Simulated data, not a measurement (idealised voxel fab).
Process module in this document: voxel released beams
185 nm wide, 5 nm square cells: that's cross-section cut.
Just so we're on the same page, the cross-sections are grids of square cells, and they're listed out in bands top to bottom, each band one or more rows deep.
Within each band entry, the heights of the top and of the bottom of the band appear first, in that order and in nm; the materials of the band then follow from left to right, each with its corresponding width in nm. The designation "edge to edge" on a single material indicates that it fills the band from edge to edge; the designation "blank" indicates empty space.
Height is counted from the level 0, under which the received wafer is composed throughout of one material. The lowest of the bands is not closed at the bottom but continues downward, in the notation "z 0 and below".
Think of "30..40" as a width that walks from the first number to the second as you go down the band, top row to bottom row, taking equal-sized steps from row to row.
No cell of the cross-section changed in a step that is given as "nothing changed".
"Non-vented voids" contains a list of empty spaces, each no smaller than 8 cells and without an open way to the top, written in the form width x height at distance with the distance from the left edge and all three in nm.
Post-settings text on a step line: simulator's own remark regarding the step.
If you see "overlay nm" on a step's line and that step has a mask, it's telling you how far right of where it was planned the mask ended up; a negative number means it went left instead.
Listed below are the process steps as planned:
step 1: RECEIVE | material Si
step 2: CONFORMAL_DEP | material SiN | thk nm 5
step 3: DIRECTIONAL_DEP | material SiO2 | thk nm 15
step 4: MASKED_ETCH | tone open | mask id ANCHOR | width nm 30 | etch materials SiO2 | depth nm 15 | overlay nm 0
step 5: CONFORMAL_DEP | material TiN | thk nm 10
step 6: PATTERN | tone cover | mask id BEAM | material resist | width nm 105 | thk nm 20 | overlay nm 0
step 7: DIRECTIONAL_ETCH | etch materials TiN | depth nm 10
step 8: STRIP | etch materials resist
step 9: STRIP | etch materials SiO2
The cross-section here shows the wafer as received, i.e. in its state after step 1:
> z 0 and below = Si edge to edge
> Non-vented voids: none
Cross-section at module end, one run error; start and plan unchanged from above:
> z 30 to 20 = blank=40 / TiN=10 / blank=10 / TiN=75 / blank=50
> z 20 to 15 = blank=40 / TiN=10 / blank=10 / TiN=10 / blank=115
> z 15 to 5 = blank=40 / TiN=30 / blank=115
> z 5 to 0 = SiN edge to edge
> z 0 and below = Si edge to edge
> Non-vented voids: none
What broke from the plan during processing? note that step 6 departed from the planned setting and was carried out as PATTERN | tone cover | mask id BEAM | material resist | width nm 95 | thk nm 20 | overlay nm 0
